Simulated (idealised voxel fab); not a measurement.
The process module that follows is named voxel ribs on slabs.
For reference, the cross-section in this document is cut, with width 275 nm and square cells of 5 nm.
A cross-section is a grid of square cells, given in bands from the top down. A band is one or more rows of cells. Heights first: top, then bottom, in nm. Then materials, left to right, each with a width in nm. "throughout" on a single material: fills the band edge to edge. "empty": empty space. Ref level 0: as-received wafer is one material below here. Bottom band extends down with no lower bound ("0 nm and below"). Note: "30..40" means the width goes from the first number (top row of the band) to the second number (bottom row) in equal steps per row of cells. "no alteration" after a step means that no cell of the cross-section changed. Entry "Closed void register" = empty spaces >= 8 cells with no open way to the top; each as width x height at distance, distance from left edge, all nm. Text after the settings on a step's line: the simulator's own remark on that step. Each step line may optionally specify "overlay nm", which for a step with a mask gives the rightward distance between the mask's planned place and where it lay, a negative value indicating the leftward direction.
List of planned process steps:
1: RECEIVE,material Si
2: DIRECTIONAL_DEP,material SiO2,thk nm 25
3: DIRECTIONAL_DEP,material SiN,thk nm 25
4: PATTERN,tone cover,mask id RIB,material resist,width nm 25,thk nm 15,overlay nm 0
5: DIRECTIONAL_ETCH,etch materials SiN,depth nm 20
6: STRIP,etch materials resist
7: MASKED_ETCH,tone cover,mask id SLAB,width nm 85,etch materials SiN,depth nm 5,overlay nm 0
8: FILL_DEP,material SiO2,thk nm 25
9: CMP,height nm 70
10: DIRECTIONAL_DEP,material W,thk nm 5
11: MASKED_ETCH,tone cover,mask id HEATER,width nm 35,etch materials W,depth nm 5,overlay nm 0
12: CONFORMAL_DEP,material SiO2,thk nm 10
First of two wafers: run as planned:
Wafer cross-section on receipt, i.e. after step 1:
* 0 nm and below = Si throughout
* Closed void register: none
Cross-section of the wafer after step 2:
* 25 nm to 0 nm = SiO2 throughout
* Whatever lies below 0 is exactly as it was before.
Cross-section of the wafer after step 3:
* 50 nm to 25 nm = SiN throughout
* Whatever lies below 25 is exactly as it was before.
Cross-section of the wafer after step 4:
* 65 nm to 50 nm = 125 nm empty, then 25 nm resist, then 125 nm empty
* Whatever lies below 50 is exactly as it was before.
Cross-section of the wafer after step 5:
* 65 nm to 50 nm = 125 nm empty, then 25 nm resist, then 125 nm empty
* 50 nm to 30 nm = 125 nm empty, then 25 nm SiN, then 125 nm empty
* Whatever lies below 30 is exactly as it was before.
Cross-section of the wafer after step 6:
* 50 nm to 30 nm = 125 nm empty, then 25 nm SiN, then 125 nm empty
* Whatever lies below 30 is exactly as it was before.
Cross-section of the wafer after step 7:
* 50 nm to 30 nm = 125 nm empty, then 25 nm SiN, then 125 nm empty
* 30 nm to 25 nm = 95 nm empty, then 85 nm SiN, then 95 nm empty
* Whatever lies below 25 is exactly as it was before.
Cross-section of the wafer after step 8:
* 75 nm to 50 nm = SiO2 throughout
* 50 nm to 30 nm = 125 nm SiO2, then 25 nm SiN, then 125 nm SiO2
* 30 nm to 25 nm = 95 nm SiO2, then 85 nm SiN, then 95 nm SiO2
* Whatever lies below 25 is exactly as it was before.
Cross-section of the wafer after step 9:
* 70 nm to 50 nm = SiO2 throughout
* Whatever lies below 50 is exactly as it was before.
Cross-section of the wafer after step 10:
* 75 nm to 70 nm = W throughout
* Whatever lies below 70 is exactly as it was before.
Cross-section of the wafer after step 11:
* 75 nm to 70 nm = 120 nm empty, then 35 nm W, then 120 nm empty
* Whatever lies below 70 is exactly as it was before.
Cross-section of the wafer after step 12:
* 85 nm to 80 nm = 110 nm empty, then 55 nm SiO2, then 110 nm empty
* 80 nm to 75 nm = SiO2 throughout
* 75 nm to 70 nm = 120 nm SiO2, then 35 nm W, then 120 nm SiO2
* Whatever lies below 70 is exactly as it was before.
The remaining wafer, second of the two, started like the first and was run to the same plan, except that one mistake was made along the way; the two coincide through step 10, inclusive:
Cross-section of the second wafer at the time by which step 11 should have been completed according to the plan:
* 75 nm to 70 nm = 120 nm W, then 35 nm empty, then 120 nm W
* Whatever lies below 70 is exactly as it was before.
Cross-section of the second wafer at the time by which step 12 should have been completed according to the plan:
* 85 nm to 80 nm = 130 nm SiO2, then 15 nm empty, then 130 nm SiO2
* 80 nm to 75 nm = SiO2 throughout
* 75 nm to 70 nm = 120 nm W, then 35 nm SiO2, then 120 nm W
* Whatever lies below 70 is exactly as it was before.
What was done differently from what was planned? rather than as planned, step 11 actually ran as MASKED_ETCH,tone open,mask id HEATER,width nm 35,etch materials W,depth nm 5,overlay nm 0
Counted in cells at the end, the second wafer holds more or fewer of these materials than the first: W +41
